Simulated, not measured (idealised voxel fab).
Proc. module: voxel air gaps
The width of the displayed cross-section, cut, is 275 nm; its cells are square, with a size of 5 nm.
This document writes a cross-section as a grid whose cells are square, and gives it as bands, listed from the top down; one or more rows of cells form a band. Look at the band entry: it leads with the top's height and the bottom's height in nm. Then it lists the materials left to right, with a width in nm for each. The word "throughout" on a single material says that material fills the band edge to edge. The word "air" is empty space. Height reference: 0 = level under which incoming wafer is all one material. Lowest band: no bottom, runs on downward, e.g. "from 0 down". A two-number width, for instance "30->40", indicates that the width is equal to the first number in the top row of the band and to the second number in the bottom row, and that it changes by a constant amount per row of cells. Any step labelled "all unchanged" changed none of the cells in the cross-section. The list in "Enclosed void catalog" covers empty spaces of 8 cells or more that cannot reach the top through any open way, and it gives each as width x height at distance; the distance is from the left edge, and width, height and distance are in nm. If you see something after the settings on a step's line, that's the simulator's own remark about that step. overlay nm: for a step with a mask, the amount by which the mask lay right of where it was planned; a negative amount means left of it.
## Listed below are the process steps as planned
1: RECEIVE [material Si]
2: CONFORMAL_DEP [material SiO2] [thk nm 10]
3: CONFORMAL_DEP [material SiCN] [thk nm 5]
4: DIRECTIONAL_DEP [material SiO2] [thk nm 40]
5: DIRECTIONAL_DEP [material aC] [thk nm 10]
6: PATTERN [tone open] [mask id LINES] [material resist] [width nm 25] [pitch nm 55] [thk nm 30] [overlay nm 0]
7: DIRECTIONAL_ETCH [etch materials aC] [depth nm 10]
8: STRIP [etch materials resist]
9: DIRECTIONAL_ETCH [etch materials SiO2] [depth nm 40]
10: STRIP [etch materials aC]
11: CONFORMAL_DEP [material TiN] [thk nm 5]
12: FILL_DEP [material Ru] [thk nm 10]
13: CMP [height nm 55]
14: EPI [material Ru] [thk nm 10]
15: SELECTIVE_ETCH [etch materials SiO2] [depth nm 50]
16: CONFORMAL_DEP [material SiCN] [thk nm 5]
## So this is the incoming wafer in cross-section - it's already been through step 1
  from 0 down  Si throughout
  Enclosed void catalog: none
## The following cross-section depicts the wafer upon conclusion of the module. Processing commenced from the starting condition illustrated above and adhered to the plan illustrated above, save for one mistake in execution
  from 70 to 65  45 of air  165 of SiCN  65 of air
  from 65 to 55  45 of air  5 of SiCN  45 of Ru  10 of SiCN  45 of Ru  10 of SiCN  45 of Ru  5 of SiCN  65 of air
  from 55 to 50  45 of air  15 of SiCN  5 of TiN  15 of Ru  5 of TiN  30 of SiCN  5 of TiN  15 of Ru  5 of TiN  30 of SiCN  5 of TiN  15 of Ru  5 of TiN  15 of SiCN  65 of air
  from 50 to 20  55 of air  5 of SiCN  5 of TiN  15 of Ru  5 of TiN  5 of SiCN  20 of air  5 of SiCN  5 of TiN  15 of Ru  5 of TiN  5 of SiCN  20 of air  5 of SiCN  5 of TiN  15 of Ru  5 of TiN  5 of SiCN  75 of air
  from 20 to 15  60 of SiCN  25 of TiN  30 of SiCN  25 of TiN  30 of SiCN  25 of TiN  80 of SiCN
  from 15 to 10  SiCN throughout
  from 10 to 0  SiO2 throughout
  from 0 down  Si throughout
  Enclosed void catalog: 20 x 30 at 90; 20 x 30 at 145
Plan not followed: step 6 went in with a setting other than planned; the actual run was PATTERN [tone open] [mask id LINES] [material resist] [width nm 25] [pitch nm 55] [thk nm 30] [overlay nm -10]
